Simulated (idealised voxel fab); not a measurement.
You're looking at the process module voxel ribs on slabs.
Pictured: cross-section cut, 295 nm wide, on a grid of 5 nm square cells.
Square cells in a grid make up a cross-section in this document, and the grid is given as bands, listed from the top down, each one or more rows of cells. Quick guide to a band line: top height, bottom height (nm) up front; then every material left to right with its width in nm. Only one material and it's marked "full width"? Then it fills the band edge to edge. And "blank" just means empty space. Heights from 0 (as-received wafer is one material below). Bottom band endless downward, as "0 and below". When a width is written as two numbers, as in "30..40", the first number is the width in the top row of cells of the band and the second is the width in its bottom row, and the width changes by the same amount from each row to the next. No cell of the cross-section changed in a step that is given as "remains unaltered". For the entry "Entrapped void list", the listed items are empty spaces with no open way to the top whose size is 8 cells or more; each item follows the pattern width x height at distance, where distance is from the left edge and all three are in nm. Read whatever lies past the settings on a step's line as the simulator's own remark about the step. overlay nm, on a step with a mask: how far to the right of its planned place the mask lay; to the left if negative.

### Set out below are the planned steps of the process
- 1: RECEIVE, material Si
- 2: DIRECTIONAL_DEP, material SiO2, thk nm 15
- 3: DIRECTIONAL_DEP, material SiN, thk nm 25
- 4: MASKED_ETCH, tone cover, mask id RIB, width nm 30, etch materials SiN, depth nm 5, overlay nm 0
- 5: PATTERN, tone cover, mask id SLAB, material resist, width nm 60, thk nm 20, overlay nm 0
- 6: DIRECTIONAL_ETCH, etch materials SiN, depth nm 20
- 7: STRIP, etch materials resist
- 8: FILL_DEP, material SiO2, thk nm 25
- 9: CMP, height nm 65
- 10: DIRECTIONAL_DEP, material W, thk nm 5
- 11: DIRECTIONAL_DEP, material aC, thk nm 10
- 12: PATTERN, tone cover, mask id HEATER, material resist, width nm 40, thk nm 30, overlay nm 0
- 13: DIRECTIONAL_ETCH, etch materials aC, depth nm 10
- 14: STRIP, etch materials resist
- 15: DIRECTIONAL_ETCH, etch materials W, depth nm 5
- 16: STRIP, etch materials aC
- 17: CONFORMAL_DEP, material SiO2, thk nm 5
The plan's step 2 thk nm is the first wafer's value; the wafers differ in this setting and start identical.

### The first of several wafers, as received after step 1, seen in section
	0 and below = Si full width
	Entrapped void list: none

### The cross-section of the first of several wafers is given below for the end of the module, after its final step, step 17
	75 down to 70 = blank 120 nm, SiO2 50 nm, blank 125 nm
	70 down to 65 = SiO2 125 nm, W 40 nm, SiO2 130 nm
	65 down to 40 = SiO2 full width
	40 down to 35 = SiO2 130 nm, SiN 30 nm, SiO2 135 nm
	35 down to 15 = SiO2 115 nm, SiN 60 nm, SiO2 120 nm
	15 down to 0 = SiO2 full width
	0 and below = Si full width
	Entrapped void list: none

### At the end of the module, the last of several wafers in cross-section
	75 down to 70 = blank 120 nm, SiO2 50 nm, blank 125 nm
	70 down to 65 = SiO2 125 nm, W 40 nm, SiO2 130 nm
	65 down to 60 = SiO2 full width
	60 down to 55 = SiO2 130 nm, SiN 30 nm, SiO2 135 nm
	55 down to 35 = SiO2 115 nm, SiN 60 nm, SiO2 120 nm
	35 down to 0 = SiO2 full width
	0 and below = Si full width
	Entrapped void list: none

### The table below has one row for each wafer; a row shows, as of the end of the module, how many cells of each material the wafer has gained, marked (+), or lost, marked (-), since it was received, and then the wafer's closed voids
thk nm 15; +54 SiN; +774 SiO2; +8 W; Entrapped void list: none
thk nm 20; +54 SiN; +774 SiO2; +8 W; Entrapped void list: none
thk nm 25; +54 SiN; +774 SiO2; +8 W; Entrapped void list: none
thk nm 30; +54 SiN; +774 SiO2; +8 W; Entrapped void list: none
thk nm 35; +54 SiN; +774 SiO2; +8 W; Entrapped void list: none
